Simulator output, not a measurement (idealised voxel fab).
process module | voxel ribs on slabs
cross-section cut | 165 nm wide | cells 5 nm
A cross-section is a grid of square cells, given in bands from the top down. A band is one or more rows of cells.
Each band's line starts with the height of the band's top and of its bottom, in nm. Then come its materials from left to right, each with its width in nm. One material with "throughout" fills the band from edge to edge. "air" is empty space.
Height 0 is the level under which the wafer as received is all one material. The lowest band goes on downwards, as in "0 down".
A width such as "30 to 40" changes by the same amount from each row of cells to the next, from the band's top row to its bottom row.
"no change" after a step means that no cell of the cross-section changed.
closed voids: empty space of 8 cells or more with no open way to the top, each as width x height at its distance from the left edge, in nm
after a step's settings: what the simulator itself notes on the step
overlay nm, on a step with a mask: how far to the right of its planned place the mask lay; to the left if negative
Each pair below shows a cross-section before one step and the cross-section after it, down to the lowest band that changed. The line under each pair gives the step between them, with its settings. The pairs can come from different runs of this module on the same starting wafer, so a pair continues from the pair above only where its "before" says so.
before
  0 down: Si throughout
  closed voids: none
after
  20 to 0: SiO2 throughout
  below 0: unchanged
  closed voids: none
the step between: op DIRECTIONAL_DEP | material SiO2 | thk nm 20
before: the cross-section after the pair above
after
  40 to 20: SiN throughout
  below 20: unchanged
  closed voids: none
the step between: op DIRECTIONAL_DEP | material SiN | thk nm 20
before: the cross-section after the pair above
after
  55 to 40: air 65 | resist 30 | air 70
  below 40: unchanged
  closed voids: none
the step between: op PATTERN | tone cover | mask id RIB | material resist | width nm 30 | thk nm 15 | overlay nm 0
before: the cross-section after the pair above
after
  55 to 40: air 65 | resist 30 | air 70
  40 to 35: air 65 | SiN 30 | air 70
  below 35: unchanged
  closed voids: none
the step between: op DIRECTIONAL_ETCH | etch materials SiN | depth nm 5
before: the cross-section after the pair above
after
  40 to 35: air 65 | SiN 30 | air 70
  below 35: unchanged
  closed voids: none
the step between: op STRIP | etch materials resist
before: the cross-section after the pair above
after
  60 to 40: air 45 | resist 70 | air 50
  40 to 35: air 45 | resist 20 | SiN 30 | resist 20 | air 50
  below 35: unchanged
  closed voids: none
the step between: op PATTERN | tone cover | mask id SLAB | material resist | width nm 70 | thk nm 20 | overlay nm 0
before: the cross-section after the pair above
after
  60 to 40: air 45 | resist 70 | air 50
  40 to 35: air 45 | resist 20 | SiN 30 | resist 20 | air 50
  35 to 20: air 45 | SiN 70 | air 50
  below 20: unchanged
  closed voids: none
the step between: op DIRECTIONAL_ETCH | etch materials SiN | depth nm 15
before: the cross-section after the pair above
after
  40 to 35: air 65 | SiN 30 | air 70
  below 35: unchanged
  closed voids: none
the step between: op STRIP | etch materials resist
before: the cross-section after the pair above
after
  65 to 40: SiO2 throughout
  40 to 35: SiO2 65 | SiN 30 | SiO2 70
  35 to 20: SiO2 45 | SiN 70 | SiO2 50
  below 20: unchanged
  closed voids: none
the step between: op FILL_DEP | material SiO2 | thk nm 25
before: the cross-section after the pair above
after
  60 to 40: SiO2 throughout
  below 40: unchanged
  closed voids: none
the step between: op CMP | height nm 60
before: the cross-section after the pair above
after
  65 to 60: W throughout
  below 60: unchanged
  closed voids: none
the step between: op DIRECTIONAL_DEP | material W | thk nm 5
before: the cross-section after the pair above
after
  80 to 65: air 60 | resist 40 | air 65
  below 65: unchanged
  closed voids: none
the step between: op PATTERN | tone cover | mask id HEATER | material resist | width nm 40 | thk nm 15 | overlay nm 0
before: the cross-section after the pair above
after
  80 to 65: air 60 | resist 40 | air 65
  65 to 60: air 60 | W 40 | air 65
  below 60: unchanged
  closed voids: none
the step between: op DIRECTIONAL_ETCH | etch materials W | depth nm 5
before: the cross-section after the pair above
after
  65 to 60: air 60 | W 40 | air 65
  below 60: unchanged
  closed voids: none
the step between: op STRIP | etch materials resist
before: the cross-section after the pair above
after
  70 to 65: air 55 | SiN 50 | air 60
  65 to 60: SiN 60 | W 40 | SiN 65
  below 60: unchanged
  closed voids: none
the step between: op CONFORMAL_DEP | material SiN | thk nm 5
before
  40 to 20: SiN throughout
  20 to 0: SiO2 throughout
  0 down: Si throughout
  closed voids: none
after
  60 to 20: SiN throughout
  below 20: unchanged
  closed voids: none
the step between: op DIRECTIONAL_DEP | material SiN | thk nm 20
before: the cross-section after the pair above
after
  75 to 60: air 65 | resist 30 | air 70
  below 60: unchanged
  closed voids: none
the step between: op PATTERN | tone cover | mask id RIB | material resist | width nm 30 | thk nm 15 | overlay nm 0
before: the cross-section after the pair above
after
  75 to 60: air 65 | resist 30 | air 70
  60 to 55: air 65 | SiN 30 | air 70
  below 55: unchanged
  closed voids: none
the step between: op DIRECTIONAL_ETCH | etch materials SiN | depth nm 5
before: the cross-section after the pair above
after
  60 to 55: air 65 | SiN 30 | air 70
  below 55: unchanged
  closed voids: none
the step between: op STRIP | etch materials resist
before: the cross-section after the pair above
after
  80 to 60: air 45 | resist 70 | air 50
  60 to 55: air 45 | resist 20 | SiN 30 | resist 20 | air 50
  below 55: unchanged
  closed voids: none
the step between: op PATTERN | tone cover | mask id SLAB | material resist | width nm 70 | thk nm 20 | overlay nm 0
before: the cross-section after the pair above
after
  80 to 60: air 45 | resist 70 | air 50
  60 to 55: air 45 | resist 20 | SiN 30 | resist 20 | air 50
  55 to 40: air 45 | SiN 70 | air 50
  below 40: unchanged
  closed voids: none
the step between: op DIRECTIONAL_ETCH | etch materials SiN | depth nm 15
before: the cross-section after the pair above
after
  60 to 55: air 65 | SiN 30 | air 70
  below 55: unchanged
  closed voids: none
the step between: op STRIP | etch materials resist
before: the cross-section after the pair above
after
  85 to 60: SiO2 throughout
  60 to 55: SiO2 65 | SiN 30 | SiO2 70
  55 to 40: SiO2 45 | SiN 70 | SiO2 50
  below 40: unchanged
  closed voids: none
the step between: op FILL_DEP | material SiO2 | thk nm 25
before: the cross-section after the pair above
after
  60 to 55: SiO2 65 | SiN 30 | SiO2 70
  below 55: unchanged
  closed voids: none
the step between: op CMP | height nm 60
before: the cross-section after the pair above
after
  65 to 60: W throughout
  below 60: unchanged
  closed voids: none
the step between: op DIRECTIONAL_DEP | material W | thk nm 5
before: the cross-section after the pair above
after
  80 to 65: air 60 | resist 40 | air 65
  below 65: unchanged
  closed voids: none
the step between: op PATTERN | tone cover | mask id HEATER | material resist | width nm 40 | thk nm 15 | overlay nm 0
before: the cross-section after the pair above
after
  80 to 65: air 60 | resist 40 | air 65
  65 to 60: air 60 | W 40 | air 65
  below 60: unchanged
  closed voids: none
the step between: op DIRECTIONAL_ETCH | etch materials W | depth nm 5
before: the cross-section after the pair above
after
  65 to 60: air 60 | W 40 | air 65
  below 60: unchanged
  closed voids: none
the step between: op STRIP | etch materials resist
before: the cross-section after the pair above
after
  70 to 65: air 55 | SiN 50 | air 60
  65 to 60: SiN 60 | W 40 | SiN 65
  below 60: unchanged
  closed voids: none
the step between: op CONFORMAL_DEP | material SiN | thk nm 5
before
  0 down: Si throughout
  closed voids: none
after
  20 to 0: SiN throughout
  below 0: unchanged
  closed voids: none
the step between: op DIRECTIONAL_DEP | material SiN | thk nm 20
before: the cross-section after the pair above
after
  40 to 20: SiO2 throughout
  below 20: unchanged
  closed voids: none
the step between: op DIRECTIONAL_DEP | material SiO2 | thk nm 20
before: the cross-section after the pair above
after
  55 to 40: air 65 | resist 30 | air 70
  below 40: unchanged
  closed voids: none
the step between: op PATTERN | tone cover | mask id RIB | material resist | width nm 30 | thk nm 15 | overlay nm 0
before: the cross-section after the pair above
after
  40 to 20: SiO2 throughout
  below 20: unchanged
  closed voids: none
the step between: op STRIP | etch materials resist
before: the cross-section after the pair above
after
  60 to 40: air 45 | resist 70 | air 50
  below 40: unchanged
  closed voids: none
the step between: op PATTERN | tone cover | mask id SLAB | material resist | width nm 70 | thk nm 20 | overlay nm 0
before: the cross-section after the pair above
after
  40 to 20: SiO2 throughout
  below 20: unchanged
  closed voids: none
the step between: op STRIP | etch materials resist
before: the cross-section after the pair above
after
  65 to 20: SiO2 throughout
  below 20: unchanged
  closed voids: none
the step between: op FILL_DEP | material SiO2 | thk nm 25
before: the cross-section after the pair above
after
  60 to 20: SiO2 throughout
  below 20: unchanged
  closed voids: none
the step between: op CMP | height nm 60
before: the cross-section after the pair above
after
  65 to 60: W throughout
  below 60: unchanged
  closed voids: none
the step between: op DIRECTIONAL_DEP | material W | thk nm 5
before: the cross-section after the pair above
after
  80 to 65: air 60 | resist 40 | air 65
  below 65: unchanged
  closed voids: none
the step between: op PATTERN | tone cover | mask id HEATER | material resist | width nm 40 | thk nm 15 | overlay nm 0
before: the cross-section after the pair above
after
  80 to 65: air 60 | resist 40 | air 65
  65 to 60: air 60 | W 40 | air 65
  below 60: unchanged
  closed voids: none
the step between: op DIRECTIONAL_ETCH | etch materials W | depth nm 5
before: the cross-section after the pair above
after
  65 to 60: air 60 | W 40 | air 65
  below 60: unchanged
  closed voids: none
the step between: op STRIP | etch materials resist
before: the cross-section after the pair above
after
  70 to 65: air 55 | SiN 50 | air 60
  65 to 60: SiN 60 | W 40 | SiN 65
  below 60: unchanged
  closed voids: none
the step between: op CONFORMAL_DEP | material SiN | thk nm 5
before
  20 to 0: SiO2 throughout
  0 down: Si throughout
  closed voids: none
after
  45 to 20: SiN throughout
  below 20: unchanged
  closed voids: none
the step between: op DIRECTIONAL_DEP | material SiN | thk nm 25
before: the cross-section after the pair above
after
  60 to 45: air 65 | resist 30 | air 70
  below 45: unchanged
  closed voids: none
the step between: op PATTERN | tone cover | mask id RIB | material resist | width nm 30 | thk nm 15 | overlay nm 0
before: the cross-section after the pair above
after
  60 to 45: air 65 | resist 30 | air 70
  45 to 40: air 65 | SiN 30 | air 70
  below 40: unchanged
  closed voids: none
the step between: op DIRECTIONAL_ETCH | etch materials SiN | depth nm 5
before: the cross-section after the pair above
after
  45 to 40: air 65 | SiN 30 | air 70
  below 40: unchanged
  closed voids: none
the step between: op STRIP | etch materials resist
before: the cross-section after the pair above
after
  65 to 45: air 45 | resist 70 | air 50
  45 to 40: air 45 | resist 20 | SiN 30 | resist 20 | air 50
  below 40: unchanged
  closed voids: none
the step between: op PATTERN | tone cover | mask id SLAB | material resist | width nm 70 | thk nm 20 | overlay nm 0
before: the cross-section after the pair above
after
  65 to 45: air 45 | resist 70 | air 50
  45 to 40: air 45 | resist 20 | SiN 30 | resist 20 | air 50
  40 to 25: air 45 | SiN 70 | air 50
  below 25: unchanged
  closed voids: none
the step between: op DIRECTIONAL_ETCH | etch materials SiN | depth nm 15
before: the cross-section after the pair above
after
  45 to 40: air 65 | SiN 30 | air 70
  below 40: unchanged
  closed voids: none
the step between: op STRIP | etch materials resist
before: the cross-section after the pair above
after
  70 to 45: SiO2 throughout
  45 to 40: SiO2 65 | SiN 30 | SiO2 70
  40 to 25: SiO2 45 | SiN 70 | SiO2 50
  below 25: unchanged
  closed voids: none
the step between: op FILL_DEP | material SiO2 | thk nm 25
before: the cross-section after the pair above
after
  60 to 45: SiO2 throughout
  below 45: unchanged
  closed voids: none
the step between: op CMP | height nm 60
before: the cross-section after the pair above
after
  65 to 60: W throughout
  below 60: unchanged
  closed voids: none
the step between: op DIRECTIONAL_DEP | material W | thk nm 5
before: the cross-section after the pair above
after
  80 to 65: air 60 | resist 40 | air 65
  below 65: unchanged
  closed voids: none
the step between: op PATTERN | tone cover | mask id HEATER | material resist | width nm 40 | thk nm 15 | overlay nm 0
before: the cross-section after the pair above
after
  80 to 65: air 60 | resist 40 | air 65
  65 to 60: air 60 | W 40 | air 65
  below 60: unchanged
  closed voids: none
the step between: op DIRECTIONAL_ETCH | etch materials W | depth nm 5
before: the cross-section after the pair above
after
  65 to 60: air 60 | W 40 | air 65
  below 60: unchanged
  closed voids: none
the step between: op STRIP | etch materials resist
before: the cross-section after the pair above
after
  70 to 65: air 55 | SiN 50 | air 60
  65 to 60: SiN 60 | W 40 | SiN 65
  below 60: unchanged
  closed voids: none
the step between: op CONFORMAL_DEP | material SiN | thk nm 5
before
  40 to 20: SiN throughout
  20 to 0: SiO2 throughout
  0 down: Si throughout
  closed voids: none
after
  55 to 40: air 65 | resist 35 | air 65
  below 40: unchanged
  closed voids: none
the step between: op PATTERN | tone cover | mask id RIB | material resist | width nm 35 | thk nm 15 | overlay nm 0
before: the cross-section after the pair above
after
  55 to 40: air 65 | resist 35 | air 65
  40 to 35: air 65 | SiN 35 | air 65
  below 35: unchanged
  closed voids: none
the step between: op DIRECTIONAL_ETCH | etch materials SiN | depth nm 5
before: the cross-section after the pair above
after
  40 to 35: air 65 | SiN 35 | air 65
  below 35: unchanged
  closed voids: none
the step between: op STRIP | etch materials resist
before: the cross-section after the pair above
after
  60 to 40: air 45 | resist 70 | air 50
  40 to 35: air 45 | resist 20 | SiN 35 | resist 15 | air 50
  below 35: unchanged
  closed voids: none
the step between: op PATTERN | tone cover | mask id SLAB | material resist | width nm 70 | thk nm 20 | overlay nm 0
before: the cross-section after the pair above
after
  60 to 40: air 45 | resist 70 | air 50
  40 to 35: air 45 | resist 20 | SiN 35 | resist 15 | air 50
  35 to 20: air 45 | SiN 70 | air 50
  below 20: unchanged
  closed voids: none
the step between: op DIRECTIONAL_ETCH | etch materials SiN | depth nm 15
before: the cross-section after the pair above
after
  40 to 35: air 65 | SiN 35 | air 65
  below 35: unchanged
  closed voids: none
the step between: op STRIP | etch materials resist
before: the cross-section after the pair above
after
  65 to 40: SiO2 throughout
  40 to 35: SiO2 65 | SiN 35 | SiO2 65
  35 to 20: SiO2 45 | SiN 70 | SiO2 50
  below 20: unchanged
  closed voids: none
the step between: op FILL_DEP | material SiO2 | thk nm 25
before: the cross-section after the pair above
after
  60 to 40: SiO2 throughout
  below 40: unchanged
  closed voids: none
the step between: op CMP | height nm 60
before: the cross-section after the pair above
after
  65 to 60: W throughout
  below 60: unchanged
  closed voids: none
the step between: op DIRECTIONAL_DEP | material W | thk nm 5
before: the cross-section after the pair above
after
  80 to 65: air 60 | resist 40 | air 65
  below 65: unchanged
  closed voids: none
the step between: op PATTERN | tone cover | mask id HEATER | material resist | width nm 40 | thk nm 15 | overlay nm 0
before: the cross-section after the pair above
after
  80 to 65: air 60 | resist 40 | air 65
  65 to 60: air 60 | W 40 | air 65
  below 60: unchanged
  closed voids: none
the step between: op DIRECTIONAL_ETCH | etch materials W | depth nm 5
before: the cross-section after the pair above
after
  65 to 60: air 60 | W 40 | air 65
  below 60: unchanged
  closed voids: none
the step between: op STRIP | etch materials resist
before: the cross-section after the pair above
after
  70 to 65: air 55 | SiN 50 | air 60
  65 to 60: SiN 60 | W 40 | SiN 65
  below 60: unchanged
  closed voids: none
the step between: op CONFORMAL_DEP | material SiN | thk nm 5
before
  65 to 60: W throughout
  60 to 40: SiO2 throughout
  40 to 35: SiO2 65 | SiN 30 | SiO2 70
  35 to 20: SiO2 45 | SiN 70 | SiO2 50
  20 to 0: SiO2 throughout
  0 down: Si throughout
  closed voids: none
after
  80 to 65: air 65 | resist 40 | air 60
  below 65: unchanged
  closed voids: none
the step between: op PATTERN | tone cover | mask id HEATER | material resist | width nm 40 | thk nm 15 | overlay nm 5
before: the cross-section after the pair above
after
  80 to 65: air 65 | resist 40 | air 60
  65 to 60: air 65 | W 40 | air 60
  below 60: unchanged
  closed voids: none
the step between: op DIRECTIONAL_ETCH | etch materials W | depth nm 5
before: the cross-section after the pair above
after
  65 to 60: air 65 | W 40 | air 60
  below 60: unchanged
  closed voids: none
the step between: op STRIP | etch materials resist
before: the cross-section after the pair above
after
  70 to 65: air 60 | SiN 50 | air 55
  65 to 60: SiN 65 | W 40 | SiN 60
  below 60: unchanged
  closed voids: none
the step between: op CONFORMAL_DEP | material SiN | thk nm 5
before
  65 to 60: air 60 | W 40 | air 65
  60 to 40: SiO2 throughout
  40 to 35: SiO2 65 | SiN 30 | SiO2 70
  35 to 20: SiO2 45 | SiN 70 | SiO2 50
  20 to 0: SiO2 throughout
  0 down: Si throughout
  closed voids: none
after
  70 to 65: air 55 | SiO2 50 | air 60
  65 to 60: SiO2 60 | W 40 | SiO2 65
  below 60: unchanged
  closed voids: none
the step between: op CONFORMAL_DEP | material SiO2 | thk nm 5
before
  65 to 60: W throughout
  60 to 40: SiO2 throughout
  40 to 35: SiO2 65 | SiN 30 | SiO2 70
  35 to 20: SiO2 45 | SiN 70 | SiO2 50
  20 to 0: SiO2 throughout
  0 down: Si throughout
  closed voids: none
after
  80 to 65: resist 60 | air 40 | resist 65
  below 65: unchanged
  closed voids: none
the step between: op PATTERN | tone open | mask id HEATER | material resist | width nm 40 | thk nm 15 | overlay nm 0
before: the cross-section after the pair above
after
  80 to 65: resist 60 | air 40 | resist 65
  65 to 60: W 60 | air 40 | W 65
  below 60: unchanged
  closed voids: none
the step between: op DIRECTIONAL_ETCH | etch materials W | depth nm 5
before: the cross-section after the pair above
after
  65 to 60: W 60 | air 40 | W 65
  below 60: unchanged
  closed voids: none
the step between: op STRIP | etch materials resist
before: the cross-section after the pair above
after
  70 to 65: SiN 65 | air 30 | SiN 70
  65 to 60: W 60 | SiN 40 | W 65
  below 60: unchanged
  closed voids: none
the step between: op CONFORMAL_DEP | material SiN | thk nm 5
